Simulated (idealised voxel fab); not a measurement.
Module name: voxel ribs on slabs (process module)
Pictured: cross-section cut, 300 nm wide, on a grid of 5 nm square cells.
A cross-section in this document is a grid of square cells, and it is written down as bands, the top band listed before the ones below it; a band is made up of one or more rows of cells. Heads up on the band format: heights come first, top then bottom, in nm. After that it's the materials left to right, each with its width in nm. A single material flagged "full width" fills the whole band edge to edge, and "empty" means there's empty space there. Where do heights start? At 0: under that level the wafer as delivered is made of one material only. And the lowest band has no floor; it just carries on downward, as in "z 0 and below". The expression "30..40" gives the width at the extremes of the band, the first number at its top row of cells and the second at its bottom row, with the width changing by equal amounts from each row to the next in between. When a step is marked "remained the same", none of the cells in the cross-section changed during that step. Entry "Closed void catalog" = empty spaces >= 8 cells with no open way to the top; each as width x height at distance, distance from left edge, all nm. Heads up: the bit after the settings on a step's line is the simulator's remark on that step. "overlay nm" answers the question of how far to the right of plan the mask lay on a step that has a mask, and when it is negative the answer is to the left.
This section lists the process steps that were planned:
- 1: RECEIVE [material Si]
- 2: DIRECTIONAL_DEP [material SiO2] [thk nm 30]
- 3: DIRECTIONAL_DEP [material SiN] [thk nm 25]
- 4: MASKED_ETCH [tone cover] [mask id RIB] [width nm 20] [etch materials SiN] [depth nm 20] [overlay nm 0]
- 5: MASKED_ETCH [tone cover] [mask id SLAB] [width nm 60] [etch materials SiN] [depth nm 5] [overlay nm 0]
- 6: FILL_DEP [material SiO2] [thk nm 25]
- 7: CMP [height nm 75]
- 8: DIRECTIONAL_DEP [material W] [thk nm 5]
- 9: MASKED_ETCH [tone cover] [mask id HEATER] [width nm 30] [etch materials W] [depth nm 5] [overlay nm 0]
- 10: CONFORMAL_DEP [material SiO2] [thk nm 5]
As received, after step 1:
    z 0 and below = Si full width
    Closed void catalog: none
This is how the wafer looks in cross-section once the module is done, given the starting state and plan above and one mistake in carrying the plan out:
    z 85 to 80 = 130 of empty, then 40 of SiO2, then 130 of empty
    z 80 to 75 = 135 of SiO2, then 30 of W, then 135 of SiO2
    z 75 to 25 = SiO2 full width
    z 25 to 0 = SiN full width
    z 0 and below = Si full width
    Closed void catalog: none
Want to know what went wrong? mixed up steps 2 and 3 - ran each in the other's place
